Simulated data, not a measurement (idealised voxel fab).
process module | voxel air gaps
cross-section cut | 170 nm wide | cells 5 nm
A cross-section is a grid of square cells, given in bands from the top down. A band is one or more rows of cells.
Each band's line starts with the height of the band's top and of its bottom, in nm. Then come its materials from left to right, each with its width in nm. One material with "throughout" fills the band from edge to edge. "air" is empty space.
Height 0 is the level under which the wafer as received is all one material. The lowest band goes on downwards, as in "0 down".
A width such as "30 to 40" changes by the same amount from each row of cells to the next, from the band's top row to its bottom row.
"no change" after a step means that no cell of the cross-section changed.
closed voids: empty space of 8 cells or more with no open way to the top, each as width x height at its distance from the left edge, in nm
after a step's settings: what the simulator itself notes on the step
overlay nm, on a step with a mask: how far to the right of its planned place the mask lay; to the left if negative
plan
1 op RECEIVE | material Si
2 op CONFORMAL_DEP | material SiO2 | thk nm 10
3 op CONFORMAL_DEP | material SiN | thk nm 5
4 op DIRECTIONAL_DEP | material lowk | thk nm 40
5 op DIRECTIONAL_DEP | material aC | thk nm 10
6 op PATTERN | tone open | mask id LINES | material resist | width nm 20 | pitch nm 45 | thk nm 25 | overlay nm 0
7 op DIRECTIONAL_ETCH | etch materials aC | depth nm 10
8 op STRIP | etch materials resist
9 op DIRECTIONAL_ETCH | etch materials lowk | depth nm 40
10 op STRIP | etch materials aC
11 op CONFORMAL_DEP | material TiN | thk nm 5
12 op FILL_DEP | material Ru | thk nm 10
13 op CMP | height nm 55
14 op EPI | material Ru | thk nm 10
15 op SELECTIVE_ETCH | etch materials lowk | depth nm 50
16 op CONFORMAL_DEP | material SiCN | thk nm 5
as received, after step 1
  0 down: Si throughout
  closed voids: none
first wafer at the end, as planned
  70 to 65: air 15 | SiCN 140 | air 15
  65 to 55: air 15 | SiCN 5 | Ru 40 | SiCN 5 | Ru 40 | SiCN 5 | Ru 40 | SiCN 5 | air 15
  55 to 50: air 15 | SiCN 15 | TiN 5 | Ru 10 | TiN 5 | SiCN 25 | TiN 5 | Ru 10 | TiN 5 | SiCN 25 | TiN 5 | Ru 10 | TiN 5 | SiCN 15 | air 15
  50 to 20: air 25 | SiCN 5 | TiN 5 | Ru 10 | TiN 5 | SiCN 5 | air 15 | SiCN 5 | TiN 5 | Ru 10 | TiN 5 | SiCN 5 | air 15 | SiCN 5 | TiN 5 | Ru 10 | TiN 5 | SiCN 5 | air 25
  20 to 15: SiCN 30 | TiN 20 | SiCN 25 | TiN 20 | SiCN 25 | TiN 20 | SiCN 30
  15 to 10: SiN throughout
  10 to 0: SiO2 throughout
  0 down: Si throughout
  closed voids: 15 x 30 at 55; 15 x 30 at 100
second wafer at the end: like start, like plan, one mistake
  70 to 65: SiCN throughout
  65 to 55: Ru throughout
  55 to 20: Ru 25 | TiN 5 | lowk 20 | TiN 5 | Ru 15 | TiN 5 | lowk 20 | TiN 5 | Ru 15 | TiN 5 | lowk 20 | TiN 5 | Ru 25
  20 to 15: TiN 30 | lowk 20 | TiN 25 | lowk 20 | TiN 25 | lowk 20 | TiN 30
  15 to 10: SiN throughout
  10 to 0: SiO2 throughout
  0 down: Si throughout
  closed voids: none
what went wrong: step 6 ran as: op PATTERN | tone cover | mask id LINES | material resist | width nm 20 | pitch nm 45 | thk nm 25 | overlay nm 0
at the end the second wafer has, in cells: 90 more of Ru | 76 fewer of SiCN | 10 more of TiN | 96 more of lowk
closed voids at the end (first wafer, second wafer): 2, 0
